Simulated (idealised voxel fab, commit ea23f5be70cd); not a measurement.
The following is a process module called voxel fin reveal.
The cross-section shown here is cut; it is 275 nm wide and divided into square cells measuring 5 nm on a side.
Bands, listed from the top down, are how a cross-section gets written in this document; the cross-section itself is a grid of square cells, and a band is one or more rows of them.
For a band, the entry starts with two heights in nm, that of the top and then that of the bottom, and carries on with the band's materials in order from left to right, each alongside its width in nm; the word "all across" beside a single material means it fills the band edge to edge, and "air" means empty space.
Height datum 0, below which the as-received substrate wafer is one material. Lowest band open at the bottom, running downward: "0 and below".
A width such as "30 to 40" changes by the same amount from each row of cells to the next, from the band's top row to its bottom row.
Where the words "nothing different" appear for a step, the cross-section shows no cell changed by that step; every cell remained as before.
In the "Enclosed void list" entry, you get each enclosed empty space of 8 cells or more, one with no open way to the top, written width x height at distance, distance from the left edge, in nm.
Read whatever lies past the settings on a step's line as the simulator's own remark about the step.
The "overlay nm" setting may appear on a step's line; for a step that uses a mask, it gives how far to the right of its planned position the mask lay, and a negative value indicates the left.
Quick note on how to read the rest: it's all pairs. You get the cross-section before a process step and the one after, but the after one only goes down as far as the lowest band that changed. The step in between, with its settings, sits under the pair. Heads up, the pairs can come from different runs of this module on the same starting wafer, so don't assume a pair picks up from the one above unless its "State before step" entry says it does.
State before step:
* 0 and below  Si all across
* Enclosed void list: none
Cross-Section After Step:
* 10 down to 0  SiN all across
* No changes below 0.
* Enclosed void list: none
Name the step between the before and after sections above: CONFORMAL_DEP: material SiN, thk nm 10
State before step: The cross-section prior to this step is the one presented after the step of the pair immediately above.
Cross-Section After Step:
* 10 down to 0  60 nm air  15 nm SiN  30 nm air  15 nm SiN  30 nm air  15 nm SiN  30 nm air  15 nm SiN  65 nm air
* No changes below 0.
* Enclosed void list: none
Name the step between the before and after sections above: MASKED_ETCH: tone cover, mask id FINS, width nm 15, pitch nm 45, etch materials SiN, depth nm 10, overlay nm 0
State before step: The cross-section prior to this step is the one presented after the step of the pair immediately above.
Cross-Section After Step:
* 10 down to 0  60 nm air  15 nm SiN  30 nm air  15 nm SiN  30 nm air  15 nm SiN  30 nm air  15 nm SiN  65 nm air
* 0 down to -35  60 nm air  15 nm Si  30 nm air  15 nm Si  30 nm air  15 nm Si  30 nm air  15 nm Si  65 nm air
* No changes below -35.
* Enclosed void list: none
Name the step between the before and after sections above: MASKED_ETCH: tone cover, mask id FINS, width nm 15, pitch nm 45, etch materials Si, depth nm 35, overlay nm 0
State before step: The cross-section prior to this step is the one presented after the step of the pair immediately above.
Cross-Section After Step:
* 10 down to 0  60 nm air  15 nm SiN  30 nm air  15 nm SiN  30 nm air  15 nm SiN  30 nm air  15 nm SiN  65 nm air
* 0 down to -35  60 nm air  5 nm SiO2  5 nm Si  5 nm SiO2  30 nm air  5 nm SiO2  5 nm Si  5 nm SiO2  30 nm air  5 nm SiO2  5 nm Si  5 nm SiO2  30 nm air  5 nm SiO2  5 nm Si  5 nm SiO2  65 nm air
* -35 down to -40  65 nm SiO2  5 nm Si  40 nm SiO2  5 nm Si  40 nm SiO2  5 nm Si  40 nm SiO2  5 nm Si  70 nm SiO2
* No changes below -40.
* Enclosed void list: none
Name the step between the before and after sections above: OXIDIZE: depth nm 5
State before step: The cross-section prior to this step is the one presented after the step of the pair immediately above.
Cross-Section After Step:
* 25 down to 10  SiO2 all across
* 10 down to 0  60 nm SiO2  15 nm SiN  30 nm SiO2  15 nm SiN  30 nm SiO2  15 nm SiN  30 nm SiO2  15 nm SiN  65 nm SiO2
* 0 down to -40  65 nm SiO2  5 nm Si  40 nm SiO2  5 nm Si  40 nm SiO2  5 nm Si  40 nm SiO2  5 nm Si  70 nm SiO2
* No changes below -40.
* Enclosed void list: none
Name the step between the before and after sections above: FILL_DEP: material SiO2, thk nm 15
State before step: The cross-section prior to this step is the one presented after the step of the pair immediately above.
Cross-Section After Step:
* 10 down to 0  60 nm SiO2  15 nm SiN  30 nm SiO2  15 nm SiN  30 nm SiO2  15 nm SiN  30 nm SiO2  15 nm SiN  65 nm SiO2
* No changes below 0.
* Enclosed void list: none
Name the step between the before and after sections above: CMP: height nm 10
State before step: The cross-section prior to this step is the one presented after the step of the pair immediately above.
Cross-Section After Step:
* 10 down to 0  60 nm air  15 nm SiN  30 nm air  15 nm SiN  30 nm air  15 nm SiN  30 nm air  15 nm SiN  65 nm air
* 0 down to -10  65 nm air  5 nm Si  40 nm air  5 nm Si  40 nm air  5 nm Si  40 nm air  5 nm Si  70 nm air
* No changes below -10.
* Enclosed void list: none
Name the step between the before and after sections above: SELECTIVE_ETCH: etch materials SiO2, depth nm 20
State before step: The cross-section prior to this step is the one presented after the step of the pair immediately above.
Cross-Section After Step:
* 0 down to -10  65 nm air  5 nm Si  40 nm air  5 nm Si  40 nm air  5 nm Si  40 nm air  5 nm Si  70 nm air
* No changes below -10.
* Enclosed void list: none
Name the step between the before and after sections above: STRIP: etch materials SiN
State before step:
* 0 and below  Si all across
* Enclosed void list: none
Cross-Section After Step:
* 0 down to -35  60 nm air  15 nm Si  30 nm air  15 nm Si  30 nm air  15 nm Si  30 nm air  15 nm Si  65 nm air
* No changes below -35.
* Enclosed void list: none
Name the step between the before and after sections above: MASKED_ETCH: tone cover, mask id FINS, width nm 15, pitch nm 45, etch materials Si, depth nm 35, overlay nm 0
State before step: The cross-section prior to this step is the one presented after the step of the pair immediately above.
Cross-Section After Step:
* 0 down to -5  60 nm air  15 nm SiO2  30 nm air  15 nm SiO2  30 nm air  15 nm SiO2  30 nm air  15 nm SiO2  65 nm air
* -5 down to -35  60 nm air  5 nm SiO2  5 nm Si  5 nm SiO2  30 nm air  5 nm SiO2  5 nm Si  5 nm SiO2  30 nm air  5 nm SiO2  5 nm Si  5 nm SiO2  30 nm air  5 nm SiO2  5 nm Si  5 nm SiO2  65 nm air
* -35 down to -40  65 nm SiO2  5 nm Si  40 nm SiO2  5 nm Si  40 nm SiO2  5 nm Si  40 nm SiO2  5 nm Si  70 nm SiO2
* No changes below -40.
* Enclosed void list: none
Name the step between the before and after sections above: OXIDIZE: depth nm 5
State before step: The cross-section prior to this step is the one presented after the step of the pair immediately above.
Cross-Section After Step:
* 15 down to -5  SiO2 all across
* -5 down to -40  65 nm SiO2  5 nm Si  40 nm SiO2  5 nm Si  40 nm SiO2  5 nm Si  40 nm SiO2  5 nm Si  70 nm SiO2
* No changes below -40.
* Enclosed void list: none
Name the step between the before and after sections above: FILL_DEP: material SiO2, thk nm 15
State before step: The cross-section prior to this step is the one presented after the step of the pair immediately above.
Cross-Section After Step:
* 10 down to -5  SiO2 all across
* No changes below -5.
* Enclosed void list: none
Name the step between the before and after sections above: CMP: height nm 10
State before step: The cross-section prior to this step is the one presented after the step of the pair immediately above.
Cross-Section After Step:
* -5 down to -10  65 nm air  5 nm Si  40 nm air  5 nm Si  40 nm air  5 nm Si  40 nm air  5 nm Si  70 nm air
* No changes below -10.
* Enclosed void list: none
Name the step between the before and after sections above: SELECTIVE_ETCH: etch materials SiO2, depth nm 20
State before step:
* 10 down to 0  60 nm air  15 nm SiN  30 nm air  15 nm SiN  30 nm air  15 nm SiN  30 nm air  15 nm SiN  65 nm air
* 0 down to -10  65 nm air  5 nm Si  40 nm air  5 nm Si  40 nm air  5 nm Si  40 nm air  5 nm Si  70 nm air
* -10 down to -40  65 nm SiO2  5 nm Si  40 nm SiO2  5 nm Si  40 nm SiO2  5 nm Si  40 nm SiO2  5 nm Si  70 nm SiO2
* -40 and below  Si all across
* Enclosed void list: none
Cross-Section After Step:
* 10 down to 0  60 nm air  15 nm SiN  30 nm air  15 nm SiN  30 nm air  15 nm SiN  30 nm air  15 nm SiN  65 nm air
* 0 down to -30  65 nm air  5 nm Si  40 nm air  5 nm Si  40 nm air  5 nm Si  40 nm air  5 nm Si  70 nm air
* No changes below -30.
* Enclosed void list: none
Name the step between the before and after sections above: SELECTIVE_ETCH: etch materials SiO2, depth nm 20
State before step: The cross-section prior to this step is the one presented after the step of the pair immediately above.
Cross-Section After Step:
* 0 down to -30  65 nm air  5 nm Si  40 nm air  5 nm Si  40 nm air  5 nm Si  40 nm air  5 nm Si  70 nm air
* No changes below -30.
* Enclosed void list: none
Name the step between the before and after sections above: STRIP: etch materials SiN
State before step:
* 10 down to 0  60 nm SiO2  15 nm SiN  30 nm SiO2  15 nm SiN  30 nm SiO2  15 nm SiN  30 nm SiO2  15 nm SiN  65 nm SiO2
* 0 down to -40  65 nm SiO2  5 nm Si  40 nm SiO2  5 nm Si  40 nm SiO2  5 nm Si  40 nm SiO2  5 nm Si  70 nm SiO2
* -40 and below  Si all across
* Enclosed void list: none
Cross-Section After Step:
* 10 down to 0  60 nm SiO2  15 nm air  30 nm SiO2  15 nm air  30 nm SiO2  15 nm air  30 nm SiO2  15 nm air  65 nm SiO2
* No changes below 0.
* Enclosed void list: none
Name the step between the before and after sections above: STRIP: etch materials SiN
State before step: The cross-section prior to this step is the one presented after the step of the pair immediately above.
Cross-Section After Step:
* 0 down to -10  65 nm air  5 nm Si  40 nm air  5 nm Si  40 nm air  5 nm Si  40 nm air  5 nm Si  70 nm air
* -10 down to -20  40 nm SiO2  25 nm air  5 nm Si  40 nm air  5 nm Si  40 nm air  5 nm Si  40 nm air  5 nm Si  25 nm air  45 nm SiO2
* No changes below -20.
* Enclosed void list: none
Name the step between the before and after sections above: SELECTIVE_ETCH: etch materials SiO2, depth nm 20
State before step:
* 10 down to 0  60 nm air  15 nm SiN  30 nm air  15 nm SiN  30 nm air  15 nm SiN  30 nm air  15 nm SiN  65 nm air
* 0 and below  Si all across
* Enclosed void list: none
Cross-Section After Step:
* 10 down to 0  60 nm air  15 nm SiN  30 nm air  15 nm SiN  30 nm air  15 nm SiN  30 nm air  15 nm SiN  65 nm air
* 0 down to -45  60 nm air  15 nm Si  30 nm air  15 nm Si  30 nm air  15 nm Si  30 nm air  15 nm Si  65 nm air
* No changes below -45.
* Enclosed void list: none
Name the step between the before and after sections above: MASKED_ETCH: tone cover, mask id FINS, width nm 15, pitch nm 45, etch materials Si, depth nm 45, overlay nm 0
State before step: The cross-section prior to this step is the one presented after the step of the pair immediately above.
Cross-Section After Step:
* 10 down to 0  60 nm air  15 nm SiN  30 nm air  15 nm SiN  30 nm air  15 nm SiN  30 nm air  15 nm SiN  65 nm air
* 0 down to -45  60 nm air  5 nm SiO2  5 nm Si  5 nm SiO2  30 nm air  5 nm SiO2  5 nm Si  5 nm SiO2  30 nm air  5 nm SiO2  5 nm Si  5 nm SiO2  30 nm air  5 nm SiO2  5 nm Si  5 nm SiO2  65 nm air
* -45 down to -50  65 nm SiO2  5 nm Si  40 nm SiO2  5 nm Si  40 nm SiO2  5 nm Si  40 nm SiO2  5 nm Si  70 nm SiO2
* No changes below -50.
* Enclosed void list: none
Name the step between the before and after sections above: OXIDIZE: depth nm 5
State before step: The cross-section prior to this step is the one presented after the step of the pair immediately above.
Cross-Section After Step:
* 25 down to 10  SiO2 all across
* 10 down to 0  60 nm SiO2  15 nm SiN  30 nm SiO2  15 nm SiN  30 nm SiO2  15 nm SiN  30 nm SiO2  15 nm SiN  65 nm SiO2
* 0 down to -50  65 nm SiO2  5 nm Si  40 nm SiO2  5 nm Si  40 nm SiO2  5 nm Si  40 nm SiO2  5 nm Si  70 nm SiO2
* No changes below -50.
* Enclosed void list: none
Name the step between the before and after sections above: FILL_DEP: material SiO2, thk nm 15
State before step: The cross-section prior to this step is the one presented after the step of the pair immediately above.
Cross-Section After Step:
* 10 down to 0  60 nm SiO2  15 nm SiN  30 nm SiO2  15 nm SiN  30 nm SiO2  15 nm SiN  30 nm SiO2  15 nm SiN  65 nm SiO2
* No changes below 0.
* Enclosed void list: none
Name the step between the before and after sections above: CMP: height nm 10
State before step: The cross-section prior to this step is the one presented after the step of the pair immediately above.
Cross-Section After Step:
* 10 down to 0  60 nm air  15 nm SiN  30 nm air  15 nm SiN  30 nm air  15 nm SiN  30 nm air  15 nm SiN  65 nm air
* 0 down to -10  65 nm air  5 nm Si  40 nm air  5 nm Si  40 nm air  5 nm Si  40 nm air  5 nm Si  70 nm air
* No changes below -10.
* Enclosed void list: none
Name the step between the before and after sections above: SELECTIVE_ETCH: etch materials SiO2, depth nm 20
State before step: The cross-section prior to this step is the one presented after the step of the pair immediately above.
Cross-Section After Step:
* 0 down to -10  65 nm air  5 nm Si  40 nm air  5 nm Si  40 nm air  5 nm Si  40 nm air  5 nm Si  70 nm air
* No changes below -10.
* Enclosed void list: none
Name the step between the before and after sections above: STRIP: etch materials SiN
State before step:
* 10 down to 0  SiN all across
* 0 and below  Si all across
* Enclosed void list: none
Cross-Section After Step:
* 10 down to 0  55 nm air  25 nm SiN  20 nm air  25 nm SiN  20 nm air  25 nm SiN  20 nm air  25 nm SiN  60 nm air
* No changes below 0.
* Enclosed void list: none
Name the step between the before and after sections above: MASKED_ETCH: tone cover, mask id FINS, width nm 25, pitch nm 45, etch materials SiN, depth nm 10, overlay nm 0
State before step: The cross-section prior to this step is the one presented after the step of the pair immediately above.
Cross-Section After Step:
* 10 down to 0  55 nm air  25 nm SiN  20 nm air  25 nm SiN  20 nm air  25 nm SiN  20 nm air  25 nm SiN  60 nm air
* 0 down to -35  55 nm air  25 nm Si  20 nm air  25 nm Si  20 nm air  25 nm Si  20 nm air  25 nm Si  60 nm air
* No changes below -35.
* Enclosed void list: none
Name the step between the before and after sections above: MASKED_ETCH: tone cover, mask id FINS, width nm 15, pitch nm 45, etch materials Si, depth nm 35, overlay nm 0
State before step: The cross-section prior to this step is the one presented after the step of the pair immediately above.
Cross-Section After Step:
* 10 down to 0  55 nm air  25 nm SiN  20 nm air  25 nm SiN  20 nm air  25 nm SiN  20 nm air  25 nm SiN  60 nm air
* 0 down to -35  55 nm air  5 nm SiO2  15 nm Si  5 nm SiO2  20 nm air  5 nm SiO2  15 nm Si  5 nm SiO2  20 nm air  5 nm SiO2  15 nm Si  5 nm SiO2  20 nm air  5 nm SiO2  15 nm Si  5 nm SiO2  60 nm air
* -35 down to -40  60 nm SiO2  15 nm Si  30 nm SiO2  15 nm Si  30 nm SiO2  15 nm Si  30 nm SiO2  15 nm Si  65 nm SiO2
* No changes below -40.
* Enclosed void list: none
Name the step between the before and after sections above: OXIDIZE: depth nm 5
State before step: The cross-section prior to this step is the one presented after the step of the pair immediately above.
Cross-Section After Step:
* 25 down to 10  SiO2 all across
* 10 down to 0  55 nm SiO2  25 nm SiN  20 nm SiO2  25 nm SiN  20 nm SiO2  25 nm SiN  20 nm SiO2  25 nm SiN  60 nm SiO2
* 0 down to -40  60 nm SiO2  15 nm Si  30 nm SiO2  15 nm Si  30 nm SiO2  15 nm Si  30 nm SiO2  15 nm Si  65 nm SiO2
* No changes below -40.
* Enclosed void list: none
Name the step between the before and after sections above: FILL_DEP: material SiO2, thk nm 15
State before step: The cross-section prior to this step is the one presented after the step of the pair immediately above.
Cross-Section After Step:
* 10 down to 0  55 nm SiO2  25 nm SiN  20 nm SiO2  25 nm SiN  20 nm SiO2  25 nm SiN  20 nm SiO2  25 nm SiN  60 nm SiO2
* No changes below 0.
* Enclosed void list: none
Name the step between the before and after sections above: CMP: height nm 10
State before step: The cross-section prior to this step is the one presented after the step of the pair immediately above.
Cross-Section After Step:
* 10 down to 0  55 nm air  25 nm SiN  20 nm air  25 nm SiN  20 nm air  25 nm SiN  20 nm air  25 nm SiN  60 nm air
* 0 down to -10  60 nm air  15 nm Si  30 nm air  15 nm Si  30 nm air  15 nm Si  30 nm air  15 nm Si  65 nm air
* No changes below -10.
* Enclosed void list: none
Name the step between the before and after sections above: SELECTIVE_ETCH: etch materials SiO2, depth nm 20
State before step: The cross-section prior to this step is the one presented after the step of the pair immediately above.
Cross-Section After Step:
* 0 down to -10  60 nm air  15 nm Si  30 nm air  15 nm Si  30 nm air  15 nm Si  30 nm air  15 nm Si  65 nm air
* No changes below -10.
* Enclosed void list: none
Name the step between the before and after sections above: STRIP: etch materials SiN
State before step:
* 10 down to 0  60 nm air  15 nm SiN  30 nm air  15 nm SiN  30 nm air  15 nm SiN  30 nm air  15 nm SiN  65 nm air
* 0 and below  Si all across
* Enclosed void list: none
Cross-Section After Step:
* 10 down to 0  60 nm air  15 nm SiN  30 nm air  15 nm SiN  30 nm air  15 nm SiN  30 nm air  15 nm SiN  65 nm air
* 0 down to -35  55 nm air  20 nm Si  25 nm air  20 nm Si  25 nm air  20 nm Si  25 nm air  20 nm Si  65 nm air
* No changes below -35.
* Enclosed void list: none
Name the step between the before and after sections above: MASKED_ETCH: tone cover, mask id FINS, width nm 15, pitch nm 45, etch materials Si, depth nm 35, overlay nm -5
State before step: The cross-section prior to this step is the one presented after the step of the pair immediately above.
Cross-Section After Step:
* 10 down to 0  60 nm air  15 nm SiN  30 nm air  15 nm SiN  30 nm air  15 nm SiN  30 nm air  15 nm SiN  65 nm air
* 0 down to -5  55 nm air  10 nm SiO2  5 nm Si  5 nm SiO2  25 nm air  10 nm SiO2  5 nm Si  5 nm SiO2  25 nm air  10 nm SiO2  5 nm Si  5 nm SiO2  25 nm air  10 nm SiO2  5 nm Si  5 nm SiO2  65 nm air
* -5 down to -35  55 nm air  5 nm SiO2  10 nm Si  5 nm SiO2  25 nm air  5 nm SiO2  10 nm Si  5 nm SiO2  25 nm air  5 nm SiO2  10 nm Si  5 nm SiO2  25 nm air  5 nm SiO2  10 nm Si  5 nm SiO2  65 nm air
* -35 down to -40  60 nm SiO2  10 nm Si  35 nm SiO2  10 nm Si  35 nm SiO2  10 nm Si  35 nm SiO2  10 nm Si  70 nm SiO2
* No changes below -40.
* Enclosed void list: none
Name the step between the before and after sections above: OXIDIZE: depth nm 5
State before step: The cross-section prior to this step is the one presented after the step of the pair immediately above.
Cross-Section After Step:
* 25 down to 10  SiO2 all across
* 10 down to 0  60 nm SiO2  15 nm SiN  30 nm SiO2  15 nm SiN  30 nm SiO2  15 nm SiN  30 nm SiO2  15 nm SiN  65 nm SiO2
* 0 down to -5  65 nm SiO2  5 nm Si  40 nm SiO2  5 nm Si  40 nm SiO2  5 nm Si  40 nm SiO2  5 nm Si  70 nm SiO2
* -5 down to -40  60 nm SiO2  10 nm Si  35 nm SiO2  10 nm Si  35 nm SiO2  10 nm Si  35 nm SiO2  10 nm Si  70 nm SiO2
* No changes below -40.
* Enclosed void list: none
Name the step between the before and after sections above: FILL_DEP: material SiO2, thk nm 15
State before step: The cross-section prior to this step is the one presented after the step of the pair immediately above.
Cross-Section After Step:
* 10 down to 0  60 nm SiO2  15 nm SiN  30 nm SiO2  15 nm SiN  30 nm SiO2  15 nm SiN  30 nm SiO2  15 nm SiN  65 nm SiO2
* No changes below 0.
* Enclosed void list: none
Name the step between the before and after sections above: CMP: height nm 10
State before step: The cross-section prior to this step is the one presented after the step of the pair immediately above.
Cross-Section After Step:
* 10 down to 0  60 nm air  15 nm SiN  30 nm air  15 nm SiN  30 nm air  15 nm SiN  30 nm air  15 nm SiN  65 nm air
* 0 down to -10  65 to 60 nm air  5 to 10 nm Si  40 to 35 nm air  5 to 10 nm Si  40 to 35 nm air  5 to 10 nm Si  40 to 35 nm air  5 to 10 nm Si  70 nm air
* No changes below -10.
* Enclosed void list: none
Name the step between the before and after sections above: SELECTIVE_ETCH: etch materials SiO2, depth nm 20
State before step: The cross-section prior to this step is the one presented after the step of the pair immediately above.
Cross-Section After Step:
* 0 down to -10  65 to 60 nm air  5 to 10 nm Si  40 to 35 nm air  5 to 10 nm Si  40 to 35 nm air  5 to 10 nm Si  40 to 35 nm air  5 to 10 nm Si  70 nm air
* No changes below -10.
* Enclosed void list: none
Name the step between the before and after sections above: STRIP: etch materials SiN
State before step:
* 10 down to 0  60 nm air  15 nm SiN  30 nm air  15 nm SiN  30 nm air  15 nm SiN  30 nm air  15 nm SiN  65 nm air
* 0 down to -35  60 nm air  5 nm SiO2  5 nm Si  5 nm SiO2  30 nm air  5 nm SiO2  5 nm Si  5 nm SiO2  30 nm air  5 nm SiO2  5 nm Si  5 nm SiO2  30 nm air  5 nm SiO2  5 nm Si  5 nm SiO2  65 nm air
* -35 down to -40  65 nm SiO2  5 nm Si  40 nm SiO2  5 nm Si  40 nm SiO2  5 nm Si  40 nm SiO2  5 nm Si  70 nm SiO2
* -40 and below  Si all across
* Enclosed void list: none
Cross-Section After Step:
* 25 down to 0  SiN all across
* 0 down to -35  60 nm SiN  5 nm SiO2  5 nm Si  5 nm SiO2  30 nm SiN  5 nm SiO2  5 nm Si  5 nm SiO2  30 nm SiN  5 nm SiO2  5 nm Si  5 nm SiO2  30 nm SiN  5 nm SiO2  5 nm Si  5 nm SiO2  65 nm SiN
* No changes below -35.
* Enclosed void list: none
Name the step between the before and after sections above: FILL_DEP: material SiN, thk nm 15
State before step: The cross-section prior to this step is the one presented after the step of the pair immediately above.
Cross-Section After Step:
* 10 down to 0  SiN all across
* No changes below 0.
* Enclosed void list: none
Name the step between the before and after sections above: CMP: height nm 10
State before step: The cross-section prior to this step is the one presented after the step of the pair immediately above.
Cross-Section After Step:
* 0 down to -35  60 nm air  5 nm SiO2  5 nm Si  5 nm SiO2  30 nm air  5 nm SiO2  5 nm Si  5 nm SiO2  30 nm air  5 nm SiO2  5 nm Si  5 nm SiO2  30 nm air  5 nm SiO2  5 nm Si  5 nm SiO2  65 nm air
* No changes below -35.
* Enclosed void list: none
Name the step between the before and after sections above: STRIP: etch materials SiN
State before step:
* 10 down to 0  SiN all across
* 0 and below  Si all across
* Enclosed void list: none
Cross-Section After Step:
* 10 down to 0  60 nm SiN  15 nm air  30 nm SiN  15 nm air  30 nm SiN  15 nm air  30 nm SiN  15 nm air  65 nm SiN
* No changes below 0.
* Enclosed void list: none
Name the step between the before and after sections above: MASKED_ETCH: tone open, mask id FINS, width nm 15, pitch nm 45, etch materials SiN, depth nm 10, overlay nm 0
State before step: The cross-section prior to this step is the one presented after the step of the pair immediately above.
Cross-Section After Step:
* 10 down to 0  60 nm SiN  15 nm air  30 nm SiN  15 nm air  30 nm SiN  15 nm air  30 nm SiN  15 nm air  65 nm SiN
* 0 down to -5  55 nm Si  25 nm SiO2  20 nm Si  25 nm SiO2  20 nm Si  25 nm SiO2  20 nm Si  25 nm SiO2  60 nm Si
* No changes below -5.
* Enclosed void list: none
Name the step between the before and after sections above: OXIDIZE: depth nm 5
State before step: The cross-section prior to this step is the one presented after the step of the pair immediately above.
Cross-Section After Step:
* 25 down to 10  SiO2 all across
* 10 down to 0  60 nm SiN  15 nm SiO2  30 nm SiN  15 nm SiO2  30 nm SiN  15 nm SiO2  30 nm SiN  15 nm SiO2  65 nm SiN
* No changes below 0.
* Enclosed void list: none
Name the step between the before and after sections above: FILL_DEP: material SiO2, thk nm 15
State before step: The cross-section prior to this step is the one presented after the step of the pair immediately above.
Cross-Section After Step:
* 10 down to 0  60 nm SiN  15 nm SiO2  30 nm SiN  15 nm SiO2  30 nm SiN  15 nm SiO2  30 nm SiN  15 nm SiO2  65 nm SiN
* No changes below 0.
* Enclosed void list: none
Name the step between the before and after sections above: CMP: height nm 10
State before step: The cross-section prior to this step is the one presented after the step of the pair immediately above.
Cross-Section After Step:
* 10 down to 0  60 nm SiN  15 nm air  30 nm SiN  15 nm air  30 nm SiN  15 nm air  30 nm SiN  15 nm air  65 nm SiN
* 0 down to -5  55 nm Si  25 nm air  20 nm Si  25 nm air  20 nm Si  25 nm air  20 nm Si  25 nm air  60 nm Si
* No changes below -5.
* Enclosed void list: none
Name the step between the before and after sections above: SELECTIVE_ETCH: etch materials SiO2, depth nm 20
State before step: The cross-section prior to this step is the one presented after the step of the pair immediately above.
Cross-Section After Step:
* 0 down to -5  55 nm Si  25 nm air  20 nm Si  25 nm air  20 nm Si  25 nm air  20 nm Si  25 nm air  60 nm Si
* No changes below -5.
* Enclosed void list: none
Name the step between the before and after sections above: STRIP: etch materials SiN
